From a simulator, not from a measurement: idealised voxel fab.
process module | voxel capacitor over wiring
cross-section cut | 245 nm wide | cells 5 nm
A cross-section is a grid of square cells, given in bands from the top down. A band is one or more rows of cells.
Each band's line starts with the height of the band's top and of its bottom, in nm. Then come its materials from left to right, each with its width in nm. One material with "throughout" fills the band from edge to edge. "air" is empty space.
Height 0 is the level under which the wafer as received is all one material. The lowest band goes on downwards, as in "0 down".
A width such as "30 to 40" changes by the same amount from each row of cells to the next, from the band's top row to its bottom row.
"no change" after a step means that no cell of the cross-section changed.
closed voids: empty space of 8 cells or more with no open way to the top, each as width x height at its distance from the left edge, in nm
after a step's settings: what the simulator itself notes on the step
overlay nm, on a step with a mask: how far to the right of its planned place the mask lay; to the left if negative
plan
1 op RECEIVE | material Si
2 op CONFORMAL_DEP | material SiO2 | thk nm 15
3 op DIRECTIONAL_DEP | material TiN | thk nm 5
4 op DIRECTIONAL_DEP | material Ru | thk nm 25
5 op PATTERN | tone cover | mask id METAL_1 | material resist | width nm 20 | pitch nm 75 | thk nm 20 | overlay nm 0
6 op DIRECTIONAL_ETCH | etch materials Ru | depth nm 25
7 op DIRECTIONAL_ETCH | etch materials TiN | depth nm 5
8 op STRIP | etch materials resist
9 op CONFORMAL_DEP | material SiCN | thk nm 5
10 op FILL_DEP | material SiO2 | thk nm 5
11 op CMP | height nm 45
12 op CONFORMAL_DEP | material SiCN | thk nm 5
13 op DIRECTIONAL_DEP | material lowk | thk nm 20
14 op MASKED_ETCH | tone open | mask id PLUG_1 | width nm 15 | etch materials lowk | depth nm 20 | overlay nm 0
15 op MASKED_ETCH | tone open | mask id PLUG_1 | width nm 15 | etch materials SiCN | depth nm 5 | overlay nm 0
16 op CONFORMAL_DEP | material TiN | thk nm 5
17 op FILL_DEP | material W | thk nm 10
18 op CMP | height nm 70
19 op DIRECTIONAL_DEP | material TiN | thk nm 5
20 op DIRECTIONAL_DEP | material SiN | thk nm 5
21 op DIRECTIONAL_DEP | material TiN | thk nm 10
22 op DIRECTIONAL_DEP | material aC | thk nm 10
23 op PATTERN | tone cover | mask id UPPER_PLATE | material resist | width nm 60 | thk nm 25 | overlay nm 0
24 op DIRECTIONAL_ETCH | etch materials aC | depth nm 10
25 op STRIP | etch materials resist
26 op DIRECTIONAL_ETCH | etch materials TiN | depth nm 10
27 op DIRECTIONAL_ETCH | etch materials SiN | depth nm 5
28 op STRIP | etch materials aC
29 op PATTERN | tone cover | mask id LOWER_PLATE | material resist | width nm 70 | thk nm 15 | overlay nm 0
30 op DIRECTIONAL_ETCH | etch materials TiN | depth nm 5
31 op STRIP | etch materials resist
32 op FILL_DEP | material SiO2 | thk nm 20
33 op CMP | height nm 105
34 op PATTERN | tone open | mask id PLUG_2 | material resist | width nm 15 | thk nm 20 | overlay nm 0
35 op DIRECTIONAL_ETCH | etch materials SiO2 | depth nm 15
36 op STRIP | etch materials resist
37 op CONFORMAL_DEP | material TiN | thk nm 5
38 op FILL_DEP | material Ru | thk nm 10
39 op CMP | height nm 105
40 op CONFORMAL_DEP | material SiN | thk nm 5
as received, after step 1
  0 down: Si throughout
  closed voids: none
first wafer at the end, as planned
  110 to 105: SiN throughout
  105 to 95: SiO2 90 | TiN 5 | Ru 5 | TiN 5 | SiO2 140
  95 to 90: SiO2 90 | TiN 15 | SiO2 140
  90 to 80: SiO2 80 | TiN 60 | SiO2 105
  80 to 75: SiO2 80 | SiN 60 | SiO2 105
  75 to 70: SiO2 75 | TiN 70 | SiO2 100
  70 to 50: lowk 80 | TiN 5 | W 5 | TiN 5 | lowk 150
  50 to 45: SiCN 80 | TiN 15 | SiCN 150
  45 to 20: SiO2 70 | SiCN 5 | Ru 20 | SiCN 5 | SiO2 45 | SiCN 5 | Ru 20 | SiCN 5 | SiO2 70
  20 to 15: SiCN 75 | TiN 20 | SiCN 55 | TiN 20 | SiCN 75
  15 to 0: SiO2 throughout
  0 down: Si throughout
  closed voids: none
second wafer at the end: like start, like plan, one mistake
  110 to 105: SiN throughout
  105 to 95: SiO2 85 | TiN 5 | Ru 15 | TiN 5 | SiO2 135
  95 to 90: SiO2 85 | TiN 25 | SiO2 135
  90 to 80: SiO2 80 | TiN 60 | SiO2 105
  80 to 75: SiO2 80 | SiN 60 | SiO2 105
  75 to 70: SiO2 75 | TiN 70 | SiO2 100
  70 to 50: lowk 80 | TiN 5 | W 5 | TiN 5 | lowk 150
  50 to 45: SiCN 80 | TiN 15 | SiCN 150
  45 to 20: SiO2 70 | SiCN 5 | Ru 20 | SiCN 5 | SiO2 45 | SiCN 5 | Ru 20 | SiCN 5 | SiO2 70
  20 to 15: SiCN 75 | TiN 20 | SiCN 55 | TiN 20 | SiCN 75
  15 to 0: SiO2 throughout
  0 down: Si throughout
  closed voids: none
what went wrong: step 34 ran as: op PATTERN | tone open | mask id PLUG_2 | material resist | width nm 25 | thk nm 20 | overlay nm 0
at the end the second wafer has, in cells: 4 more of Ru | 6 fewer of SiO2 | 2 more of TiN
